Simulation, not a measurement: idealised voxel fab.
Title: Process Module voxel self aligned contacts
Xsec cut, 205 nm wide, square cell size 5 nm.
Cross-section format: a grid of square cells, given as bands from top to bottom; each band is one or more rows of cells.
In this notation a band is specified by the heights of its top and bottom, in that order and in nm, after which its materials appear from left to right, each paired with its width in nm. The word "everywhere" attached to a single material means that material fills the band from edge to edge; the word "empty" stands for empty space.
Heights are expressed relative to 0, this being the level below which the as-received wafer comprises one material exclusively. The lowest band is unbounded in the downward direction and is denoted as in "0 and below".
Width "30..40": first value at the band's top row of cells, second value at its bottom row, equal change from row to row.
Given "identical to before" for a step, no cell of the cross-section differs between before and after that step.
"Unvented voids" - sealed voids, min. 8 cells, no opening to top; format: width x height at distance (distance from left edge; nm throughout).
Text after the settings on a step's line: the simulator's own remark on that step.
For masked steps, "overlay nm" on the step line gives how far right of plan the mask actually lay; a minus sign means it lay to the left.
[The following list gives the planned process steps]
1 op RECEIVE | material Si
2 op CONFORMAL_DEP | material SiO2 | thk nm 5
3 op DIRECTIONAL_DEP | material polySi | thk nm 20
4 op DIRECTIONAL_DEP | material SiN | thk nm 20
5 op MASKED_ETCH | tone cover | mask id GATE | width nm 35 | pitch nm 70 | etch materials SiN | depth nm 20 | overlay nm 0
6 op MASKED_ETCH | tone cover | mask id GATE | width nm 35 | pitch nm 70 | etch materials polySi | depth nm 20 | overlay nm 0
7 op CONFORMAL_DEP | material SiN | thk nm 10
8 op DIRECTIONAL_ETCH | etch materials SiN | depth nm 10
9 op FILL_DEP | material SiO2 | thk nm 10
10 op CMP | height nm 50
11 op PATTERN | tone open | mask id CONTACT | material resist | width nm 45 | pitch nm 70 | thk nm 20 | overlay nm 0
12 op DIRECTIONAL_ETCH | etch materials SiO2 | depth nm 50
13 op STRIP | etch materials resist
14 op CONFORMAL_DEP | material TiN | thk nm 5
15 op FILL_DEP | material Ru | thk nm 10
16 op CMP | height nm 50
17 op CONFORMAL_DEP | material SiCN | thk nm 5
[Wafer cross-section on receipt, i.e. after step 1]
- 0 and below: Si everywhere
- Unvented voids: none
[Cross-section: first of two wafers, module finished, run according to plan]
- 55 down to 50: SiCN everywhere
- 50 down to 45: SiO2 45  TiN 20  Ru 5  TiN 20  SiO2 25  TiN 20  Ru 5  TiN 20  SiO2 45
- 45 down to 25: SiO2 5  SiN 55  TiN 5  Ru 5  TiN 5  SiN 55  TiN 5  Ru 5  TiN 5  SiN 55  SiO2 5
- 25 down to 5: SiO2 5  SiN 10  polySi 35  SiN 10  TiN 5  Ru 5  TiN 5  SiN 10  polySi 35  SiN 10  TiN 5  Ru 5  TiN 5  SiN 10  polySi 35  SiN 10  SiO2 5
- 5 down to 0: SiO2 60  TiN 15  SiO2 55  TiN 15  SiO2 60
- 0 and below: Si everywhere
- Unvented voids: none
[End of module, second wafer, cross-section. Started like the first, planned like the first, run with one mistake]
- 55 down to 50: SiCN everywhere
- 50 down to 45: SiO2 5  SiN 55  TiN 5  Ru 5  TiN 5  SiN 55  TiN 5  Ru 5  TiN 5  SiN 55  SiO2 5
- 45 down to 30: SiO2 5  SiN 10  polySi 35  SiN 10  TiN 5  Ru 5  TiN 5  SiN 10  polySi 35  SiN 10  TiN 5  Ru 5  TiN 5  SiN 10  polySi 35  SiN 10  SiO2 5
- 30 down to 25: SiO2 5  SiN 10  polySi 35  SiN 10  TiN 15  SiN 10  polySi 35  SiN 10  TiN 15  SiN 10  polySi 35  SiN 10  SiO2 5
- 25 down to 5: polySi everywhere
- 5 down to 0: SiO2 everywhere
- 0 and below: Si everywhere
- Unvented voids: none
Deviation noted in wafer processing: in the plan, step 3 was performed twice
Count the cells at the end and the second wafer has more or fewer of some materials than the first: Ru: 10 fewer, SiN: 99 fewer, SiO2: 23 fewer, TiN: 32 fewer, polySi: 164 more
